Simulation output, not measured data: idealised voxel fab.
Herein follows the process module entitled voxel self aligned vias.
Cross-section cut: width 190 nm, square cells of 5 nm.
Square cells in a grid make up a cross-section in this document, and the grid is given as bands, listed from the top down, each one or more rows of cells.
A band entry consists of two parts. The first gives the height of the band's top and the height of its bottom, in nm. The rest lists the band's materials from left to right, each with its width in nm. A single material labelled with the word "all across" fills the band from edge to edge, and the word "air" marks empty space.
Where do heights start? At 0: under that level the wafer as delivered is made of one material only. And the lowest band has no floor; it just carries on downward, as in "0 down".
A two-number width, for instance "30->40", indicates that the width is equal to the first number in the top row of the band and to the second number in the bottom row, and that it changes by a constant amount per row of cells.
Key: "remained unchanged" - step with no changed cell in the cross-section.
In "Voids, enclosed" the enclosed voids are listed, meaning empty spaces of 8 cells or larger without any opening to the top. The form is width x height at distance, distance from the left edge, units nm.
On each step's line, the part that comes after the settings is the simulator's own comment on the step.
What "overlay nm" on a step's line means: if the step has a mask, that mask lay this far to the right of its planned place, or, when the value is negative, to the left.

Planned process steps
- 1: RECEIVE, material Si
- 2: CONFORMAL_DEP, material SiO2, thk nm 10
- 3: CONFORMAL_DEP, material SiCN, thk nm 5
- 4: DIRECTIONAL_DEP, material lowk, thk nm 30
- 5: DIRECTIONAL_DEP, material aC, thk nm 10
- 6: PATTERN, tone open, mask id LINES, material resist, width nm 30, pitch nm 80, thk nm 25, overlay nm 0
- 7: DIRECTIONAL_ETCH, etch materials aC, depth nm 10
- 8: STRIP, etch materials resist
- 9: DIRECTIONAL_ETCH, etch materials lowk, depth nm 30
- 10: STRIP, etch materials aC
- 11: CONFORMAL_DEP, material TiN, thk nm 5
- 12: FILL_DEP, material Ru, thk nm 5
- 13: CMP, height nm 45
- 14: SELECTIVE_ETCH, etch materials W Ru TiN, depth nm 10
- 15: FILL_DEP, material SiN, thk nm 5
- 16: CMP, height nm 45
- 17: DIRECTIONAL_DEP, material lowk, thk nm 20
- 18: DIRECTIONAL_DEP, material aC, thk nm 10
- 19: PATTERN, tone open, mask id VIAS, material resist, width nm 50, pitch nm 80, thk nm 25, overlay nm 0
- 20: DIRECTIONAL_ETCH, etch materials aC, depth nm 10
- 21: STRIP, etch materials resist
- 22: DIRECTIONAL_ETCH, etch materials lowk, depth nm 20
- 23: DIRECTIONAL_ETCH, etch materials SiN, depth nm 10
- 24: STRIP, etch materials aC
- 25: CONFORMAL_DEP, material TiN, thk nm 5
- 26: FILL_DEP, material W, thk nm 5
- 27: CMP, height nm 65
- 28: CONFORMAL_DEP, material SiCN, thk nm 5

Below: the first of two wafers, run as planned

Received-state cross-section, reflecting completion of step 1
- 0 down | Si all across
- Voids, enclosed: none

After step 2, in cross-section
- 10 to 0 | SiO2 all across
- Everything under 0 stays put, no change at all.

After step 3, in cross-section
- 15 to 10 | SiCN all across
- Everything under 10 stays put, no change at all.

After step 4, in cross-section
- 45 to 15 | lowk all across
- Everything under 15 stays put, no change at all.

After step 5, in cross-section
- 55 to 45 | aC all across
- Everything under 45 stays put, no change at all.

After step 6, in cross-section
- 80 to 55 | resist 40 | air 30 | resist 50 | air 30 | resist 40
- Everything under 55 stays put, no change at all.

After step 7, in cross-section
- 70 to 55 | resist 40 | air 30 | resist 50 | air 30 | resist 40
- 55 to 45 | aC 40 | air 30 | aC 50 | air 30 | aC 40
- Everything under 45 stays put, no change at all.

After step 8, in cross-section
- 55 to 45 | aC 40 | air 30 | aC 50 | air 30 | aC 40
- Everything under 45 stays put, no change at all.

After step 9, in cross-section
- 55 to 45 | aC 40 | air 30 | aC 50 | air 30 | aC 40
- 45 to 15 | lowk 40 | air 30 | lowk 50 | air 30 | lowk 40
- Everything under 15 stays put, no change at all.

After step 10, in cross-section
- 45 to 15 | lowk 40 | air 30 | lowk 50 | air 30 | lowk 40
- Everything under 15 stays put, no change at all.

After step 11, in cross-section
- 50 to 45 | TiN 45 | air 20 | TiN 60 | air 20 | TiN 45
- 45 to 20 | lowk 40 | TiN 5 | air 20 | TiN 5 | lowk 50 | TiN 5 | air 20 | TiN 5 | lowk 40
- 20 to 15 | lowk 40 | TiN 30 | lowk 50 | TiN 30 | lowk 40
- Everything under 15 stays put, no change at all.

After step 12, in cross-section
- 55 to 50 | Ru all across
- 50 to 45 | TiN 45 | Ru 20 | TiN 60 | Ru 20 | TiN 45
- 45 to 20 | lowk 40 | TiN 5 | Ru 20 | TiN 5 | lowk 50 | TiN 5 | Ru 20 | TiN 5 | lowk 40
- Everything under 20 stays put, no change at all.

After step 13, in cross-section
- 45 to 20 | lowk 40 | TiN 5 | Ru 20 | TiN 5 | lowk 50 | TiN 5 | Ru 20 | TiN 5 | lowk 40
- Everything under 20 stays put, no change at all.

After step 14, in cross-section
- 45 to 35 | lowk 40 | air 30 | lowk 50 | air 30 | lowk 40
- Everything under 35 stays put, no change at all.

After step 15, in cross-section
- 50 to 45 | SiN all across
- 45 to 35 | lowk 40 | SiN 30 | lowk 50 | SiN 30 | lowk 40
- Everything under 35 stays put, no change at all.

After step 16, in cross-section
- 45 to 35 | lowk 40 | SiN 30 | lowk 50 | SiN 30 | lowk 40
- Everything under 35 stays put, no change at all.

After step 17, in cross-section
- 65 to 45 | lowk all across
- Everything under 45 stays put, no change at all.

After step 18, in cross-section
- 75 to 65 | aC all across
- Everything under 65 stays put, no change at all.

After step 19, in cross-section
- 100 to 75 | resist 30 | air 50 | resist 30 | air 50 | resist 30
- Everything under 75 stays put, no change at all.

After step 20, in cross-section
- 90 to 75 | resist 30 | air 50 | resist 30 | air 50 | resist 30
- 75 to 65 | aC 30 | air 50 | aC 30 | air 50 | aC 30
- Everything under 65 stays put, no change at all.

After step 21, in cross-section
- 75 to 65 | aC 30 | air 50 | aC 30 | air 50 | aC 30
- Everything under 65 stays put, no change at all.

After step 22, in cross-section
- 75 to 65 | aC 30 | air 50 | aC 30 | air 50 | aC 30
- 65 to 45 | lowk 30 | air 50 | lowk 30 | air 50 | lowk 30
- Everything under 45 stays put, no change at all.

After step 23, in cross-section
- 75 to 65 | aC 30 | air 50 | aC 30 | air 50 | aC 30
- 65 to 45 | lowk 30 | air 50 | lowk 30 | air 50 | lowk 30
- 45 to 35 | lowk 40 | air 30 | lowk 50 | air 30 | lowk 40
- Everything under 35 stays put, no change at all.

After step 24, in cross-section
- 65 to 45 | lowk 30 | air 50 | lowk 30 | air 50 | lowk 30
- Everything under 45 stays put, no change at all.

After step 25, in cross-section
- 70 to 65 | TiN 35 | air 40 | TiN 40 | air 40 | TiN 35
- 65 to 50 | lowk 30 | TiN 5 | air 40 | TiN 5 | lowk 30 | TiN 5 | air 40 | TiN 5 | lowk 30
- 50 to 40 | lowk 30->40 | TiN 15->5 | air 20 | TiN 15->5 | lowk 30->50 | TiN 15->5 | air 20 | TiN 15->5 | lowk 30->40
- 40 to 35 | lowk 40 | TiN 30 | lowk 50 | TiN 30 | lowk 40
- Everything under 35 stays put, no change at all.

After step 26, in cross-section
- 75 to 70 | W all across
- 70 to 65 | TiN 35 | W 40 | TiN 40 | W 40 | TiN 35
- 65 to 50 | lowk 30 | TiN 5 | W 40 | TiN 5 | lowk 30 | TiN 5 | W 40 | TiN 5 | lowk 30
- 50 to 40 | lowk 30->40 | TiN 15->5 | W 20 | TiN 15->5 | lowk 30->50 | TiN 15->5 | W 20 | TiN 15->5 | lowk 30->40
- Everything under 40 stays put, no change at all.

After step 27, in cross-section
- 65 to 50 | lowk 30 | TiN 5 | W 40 | TiN 5 | lowk 30 | TiN 5 | W 40 | TiN 5 | lowk 30
- Everything under 50 stays put, no change at all.

After step 28, in cross-section
- 70 to 65 | SiCN all across
- Everything under 65 stays put, no change at all.

Wafer two: like wafer one in start and plan, but with one mistake in execution; identical up to and including step 5

Second wafer, sectioned view, at step 6's planned end time
- 80 to 55 | air 40 | resist 30 | air 50 | resist 30 | air 40
- Everything under 55 stays put, no change at all.

Second wafer, sectioned view, at step 7's planned end time
- 70 to 55 | air 40 | resist 30 | air 50 | resist 30 | air 40
- 55 to 45 | air 40 | aC 30 | air 50 | aC 30 | air 40
- Everything under 45 stays put, no change at all.

Second wafer, sectioned view, at step 8's planned end time
- 55 to 45 | air 40 | aC 30 | air 50 | aC 30 | air 40
- Everything under 45 stays put, no change at all.

Second wafer, sectioned view, at step 9's planned end time
- 55 to 45 | air 40 | aC 30 | air 50 | aC 30 | air 40
- 45 to 15 | air 40 | lowk 30 | air 50 | lowk 30 | air 40
- Everything under 15 stays put, no change at all.

Second wafer, sectioned view, at step 10's planned end time
- 45 to 15 | air 40 | lowk 30 | air 50 | lowk 30 | air 40
- Everything under 15 stays put, no change at all.

Second wafer, sectioned view, at step 11's planned end time
- 50 to 45 | air 35 | TiN 40 | air 40 | TiN 40 | air 35
- 45 to 20 | air 35 | TiN 5 | lowk 30 | TiN 5 | air 40 | TiN 5 | lowk 30 | TiN 5 | air 35
- 20 to 15 | TiN 40 | lowk 30 | TiN 50 | lowk 30 | TiN 40
- Everything under 15 stays put, no change at all.

Second wafer, sectioned view, at step 12's planned end time
- 55 to 50 | Ru all across
- 50 to 45 | Ru 35 | TiN 40 | Ru 40 | TiN 40 | Ru 35
- 45 to 20 | Ru 35 | TiN 5 | lowk 30 | TiN 5 | Ru 40 | TiN 5 | lowk 30 | TiN 5 | Ru 35
- Everything under 20 stays put, no change at all.

Second wafer, sectioned view, at step 13's planned end time
- 45 to 20 | Ru 35 | TiN 5 | lowk 30 | TiN 5 | Ru 40 | TiN 5 | lowk 30 | TiN 5 | Ru 35
- Everything under 20 stays put, no change at all.

Second wafer, sectioned view, at step 14's planned end time
- 45 to 35 | air 40 | lowk 30 | air 50 | lowk 30 | air 40
- Everything under 35 stays put, no change at all.

Second wafer, sectioned view, at step 15's planned end time
- 50 to 45 | SiN all across
- 45 to 35 | SiN 40 | lowk 30 | SiN 50 | lowk 30 | SiN 40
- Everything under 35 stays put, no change at all.

Second wafer, sectioned view, at step 16's planned end time
- 45 to 35 | SiN 40 | lowk 30 | SiN 50 | lowk 30 | SiN 40
- Everything under 35 stays put, no change at all.

Second wafer, sectioned view, at step 17's planned end time
- 65 to 45 | lowk all across
- Everything under 45 stays put, no change at all.

Second wafer, sectioned view, at step 18's planned end time
- 75 to 65 | aC all across
- Everything under 65 stays put, no change at all.

Second wafer, sectioned view, at step 19's planned end time
- 100 to 75 | resist 30 | air 50 | resist 30 | air 50 | resist 30
- Everything under 75 stays put, no change at all.

Second wafer, sectioned view, at step 20's planned end time
- 90 to 75 | resist 30 | air 50 | resist 30 | air 50 | resist 30
- 75 to 65 | aC 30 | air 50 | aC 30 | air 50 | aC 30
- Everything under 65 stays put, no change at all.

Second wafer, sectioned view, at step 21's planned end time
- 75 to 65 | aC 30 | air 50 | aC 30 | air 50 | aC 30
- Everything under 65 stays put, no change at all.

Second wafer, sectioned view, at step 22's planned end time
- 75 to 65 | aC 30 | air 50 | aC 30 | air 50 | aC 30
- 65 to 45 | lowk 30 | air 50 | lowk 30 | air 50 | lowk 30
- Everything under 45 stays put, no change at all.

Second wafer, sectioned view, at step 23's planned end time
- 75 to 65 | aC 30 | air 50 | aC 30 | air 50 | aC 30
- 65 to 45 | lowk 30 | air 50 | lowk 30 | air 50 | lowk 30
- 45 to 35 | SiN 30 | air 10 | lowk 30 | air 10 | SiN 30 | air 10 | lowk 30 | air 10 | SiN 30
- Everything under 35 stays put, no change at all.

Second wafer, sectioned view, at step 24's planned end time
- 65 to 45 | lowk 30 | air 50 | lowk 30 | air 50 | lowk 30
- Everything under 45 stays put, no change at all.

Second wafer, sectioned view, at step 25's planned end time
- 70 to 65 | TiN 35 | air 40 | TiN 40 | air 40 | TiN 35
- 65 to 50 | lowk 30 | TiN 5 | air 40 | TiN 5 | lowk 30 | TiN 5 | air 40 | TiN 5 | lowk 30
- 50 to 45 | lowk 30 | TiN 50 | lowk 30 | TiN 50 | lowk 30
- 45 to 35 | SiN 30 | TiN 10 | lowk 30 | TiN 10 | SiN 30 | TiN 10 | lowk 30 | TiN 10 | SiN 30
- Everything under 35 stays put, no change at all.

Second wafer, sectioned view, at step 26's planned end time
- 75 to 70 | W all across
- 70 to 65 | TiN 35 | W 40 | TiN 40 | W 40 | TiN 35
- 65 to 50 | lowk 30 | TiN 5 | W 40 | TiN 5 | lowk 30 | TiN 5 | W 40 | TiN 5 | lowk 30
- Everything under 50 stays put, no change at all.

Second wafer, sectioned view, at step 27's planned end time
- 65 to 50 | lowk 30 | TiN 5 | W 40 | TiN 5 | lowk 30 | TiN 5 | W 40 | TiN 5 | lowk 30
- Everything under 50 stays put, no change at all.

Second wafer, sectioned view, at step 28's planned end time
- 70 to 65 | SiCN all across
- Everything under 65 stays put, no change at all.
Against the plan, the run slipped here: heads up, step 6 didn't go per plan, it actually ran as PATTERN, tone cover, mask id LINES, material resist, width nm 30, pitch nm 80, thk nm 25, overlay nm 0
The second wafer ends with more or fewer cells of some materials than the first, per final count: Ru: 42 more, SiN: 36 more, TiN: 22 more, W: 16 fewer, lowk: 84 fewer
